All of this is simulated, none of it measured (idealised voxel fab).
The name of this process module is voxel wiring stack.
In the cross-section labelled cut, the width is 240 nm and each square cell is 5 nm.
Cross-section layout: square cells on a grid; listed as bands, top to bottom; a band spans one or more cell rows. Read a band's entry like this: the first values are the height of its top and the height of its bottom in nm, and what follows is the sequence of materials from left to right, each with its width in nm. Note that "blank" is empty space, and that a single material marked "everywhere" reaches across the band from edge to edge. Heads up on the height convention: 0 is the point under which the incoming wafer is all one material, and the lowest band has no bottom, it just keeps going down, like "0 and below". With a width like "30->40", each row of cells in the band differs from the next by the same amount, the top row carrying the first number and the bottom row the second. Step note "no modifications" = no cross-section cell changed. Entry "Tabulated closed voids". Content: empty spaces with no open connection to the top, size 8 cells or greater. Each: width x height at distance. Distance: from left edge. Unit: nm. What comes after the settings on a step's line is commentary from the simulator itself on that step. overlay nm: mask offset rightward from planned place, masked step; negative means leftward offset.

### Process steps - plan
1,RECEIVE [material Si]
2,CONFORMAL_DEP [material SiO2] [thk nm 10]
3,CONFORMAL_DEP [material SiN] [thk nm 5]
4,DIRECTIONAL_DEP [material lowk] [thk nm 15]
5,MASKED_ETCH [tone open] [mask id METAL_1] [width nm 30] [pitch nm 45] [etch materials lowk] [depth nm 15] [overlay nm 0]
6,MASKED_ETCH [tone open] [mask id METAL_1] [width nm 30] [pitch nm 45] [etch materials SiN] [depth nm 5] [overlay nm 0]
7,CONFORMAL_DEP [material TiN] [thk nm 5]
8,FILL_DEP [material Cu] [thk nm 5]
9,CMP [height nm 30]
10,CONFORMAL_DEP [material SiCN] [thk nm 5]
11,DIRECTIONAL_DEP [material SiO2] [thk nm 10]
12,PATTERN [tone open] [mask id PLUG_1] [material resist] [width nm 15] [pitch nm 45] [thk nm 20] [overlay nm 0]
13,DIRECTIONAL_ETCH [etch materials SiO2] [depth nm 10]
14,DIRECTIONAL_ETCH [etch materials SiCN] [depth nm 5]
15,STRIP [etch materials resist]
16,CONFORMAL_DEP [material TiN] [thk nm 5]
17,FILL_DEP [material W] [thk nm 5]
18,CMP [height nm 45]
19,DIRECTIONAL_DEP [material TiN] [thk nm 5]
20,DIRECTIONAL_DEP [material W] [thk nm 15]
21,PATTERN [tone cover] [mask id METAL_2] [material resist] [width nm 30] [pitch nm 45] [thk nm 20] [overlay nm 0]
22,DIRECTIONAL_ETCH [etch materials W] [depth nm 15]
23,DIRECTIONAL_ETCH [etch materials TiN] [depth nm 5]
24,STRIP [etch materials resist]
25,FILL_DEP [material lowk] [thk nm 10]
26,CMP [height nm 65]
27,CONFORMAL_DEP [material SiCN] [thk nm 5]
28,DIRECTIONAL_DEP [material lowk] [thk nm 10]
29,PATTERN [tone open] [mask id PLUG_2] [material resist] [width nm 15] [pitch nm 90] [thk nm 15] [overlay nm 0]
30,DIRECTIONAL_ETCH [etch materials lowk] [depth nm 10]
31,DIRECTIONAL_ETCH [etch materials SiCN] [depth nm 5]
32,STRIP [etch materials resist]
33,EPI [material Ru] [thk nm 10]
34,EPI [material Ru] [thk nm 5]
35,CONFORMAL_DEP [material SiCN] [thk nm 5]
36,DIRECTIONAL_DEP [material SiO2] [thk nm 20]
37,MASKED_ETCH [tone open] [mask id METAL_3] [width nm 30] [pitch nm 45] [etch materials SiO2] [depth nm 20] [overlay nm 0]
38,MASKED_ETCH [tone open] [mask id METAL_3] [width nm 30] [pitch nm 45] [etch materials SiCN] [depth nm 5] [overlay nm 0]
39,CONFORMAL_DEP [material TiN] [thk nm 5]
40,FILL_DEP [material Cu] [thk nm 10]
41,CMP [height nm 105]
42,CONFORMAL_DEP [material SiCN] [thk nm 5]
43,DIRECTIONAL_DEP [material lowk] [thk nm 35]
44,MASKED_ETCH [tone open] [mask id METAL_4] [width nm 30] [pitch nm 45] [etch materials lowk] [depth nm 20] [overlay nm 0]
45,MASKED_ETCH [tone open] [mask id METAL_4_HOLES] [width nm 15] [pitch nm 45] [etch materials lowk] [depth nm 15] [overlay nm 0]
46,MASKED_ETCH [tone open] [mask id METAL_4_HOLES] [width nm 15] [pitch nm 45] [etch materials SiCN] [depth nm 5] [overlay nm 0]
47,CONFORMAL_DEP [material TiN] [thk nm 5]
48,FILL_DEP [material Cu] [thk nm 5]
49,CMP [height nm 145]
50,CONFORMAL_DEP [material SiN] [thk nm 5]

### Cross-section, incoming material, after step 1
	0 and below | Si everywhere
	Tabulated closed voids: none

### Final cross-section, module run with one mistake (start and plan as above)
	150 down to 145 | SiN everywhere
	145 down to 135 | 60 nm lowk | 5 nm TiN | 15 nm Cu | 5 nm TiN | 20 nm lowk | 5 nm TiN | 15 nm Cu | 5 nm TiN | 20 nm lowk | 5 nm TiN | 15 nm Cu | 5 nm TiN | 65 nm lowk
	135 down to 130 | 60 nm lowk | 10 nm TiN | 10 nm Cu | 5 nm TiN | 20 nm lowk | 10 nm TiN | 10 nm Cu | 5 nm TiN | 20 nm lowk | 10 nm TiN | 10 nm Cu | 5 nm TiN | 65 nm lowk
	130 down to 125 | 65 nm lowk | 20 nm TiN | 25 nm lowk | 20 nm TiN | 25 nm lowk | 20 nm TiN | 65 nm lowk
	125 down to 110 | 65 nm lowk | 10 nm TiN | 35 nm lowk | 10 nm TiN | 35 nm lowk | 10 nm TiN | 75 nm lowk
	110 down to 105 | 65 nm SiCN | 10 nm TiN | 35 nm SiCN | 10 nm TiN | 35 nm SiCN | 10 nm TiN | 75 nm SiCN
	105 down to 85 | 60 nm SiO2 | 5 nm TiN | 20 nm Cu | 5 nm TiN | 15 nm SiO2 | 5 nm TiN | 20 nm Cu | 5 nm TiN | 15 nm SiO2 | 5 nm TiN | 20 nm Cu | 5 nm TiN | 60 nm SiO2
	85 down to 80 | 60 nm SiCN | 30 nm TiN | 15 nm SiCN | 30 nm TiN | 15 nm SiCN | 30 nm TiN | 60 nm SiCN
	80 down to 70 | 60 nm lowk | 15 nm Ru | 75 nm lowk | 15 nm Ru | 75 nm lowk
	70 down to 65 | 60 nm SiCN | 15 nm Ru | 75 nm SiCN | 15 nm Ru | 75 nm SiCN
	65 down to 50 | 60 nm lowk | 30 nm W | 15 nm lowk | 30 nm W | 15 nm lowk | 30 nm W | 60 nm lowk
	50 down to 45 | 60 nm lowk | 30 nm TiN | 15 nm lowk | 30 nm TiN | 15 nm lowk | 30 nm TiN | 60 nm lowk
	45 down to 35 | 60 nm SiO2 | 5 nm TiN | 5 nm W | 5 nm TiN | 30 nm SiO2 | 5 nm TiN | 5 nm W | 5 nm TiN | 30 nm SiO2 | 5 nm TiN | 5 nm W | 5 nm TiN | 75 nm SiO2
	35 down to 30 | 60 nm SiCN | 15 nm TiN | 30 nm SiCN | 15 nm TiN | 30 nm SiCN | 15 nm TiN | 75 nm SiCN
	30 down to 15 | 60 nm lowk | 5 nm TiN | 20 nm Cu | 5 nm TiN | 15 nm lowk | 5 nm TiN | 20 nm Cu | 5 nm TiN | 15 nm lowk | 5 nm TiN | 20 nm Cu | 5 nm TiN | 60 nm lowk
	15 down to 10 | 60 nm SiN | 30 nm TiN | 15 nm SiN | 30 nm TiN | 15 nm SiN | 30 nm TiN | 60 nm SiN
	10 down to 0 | SiO2 everywhere
	0 and below | Si everywhere
	Tabulated closed voids: none
Misprocessing identified: step 44 did not use the planned setting and instead ran as MASKED_ETCH [tone open] [mask id METAL_4] [width nm 20] [pitch nm 45] [etch materials lowk] [depth nm 20] [overlay nm 0]
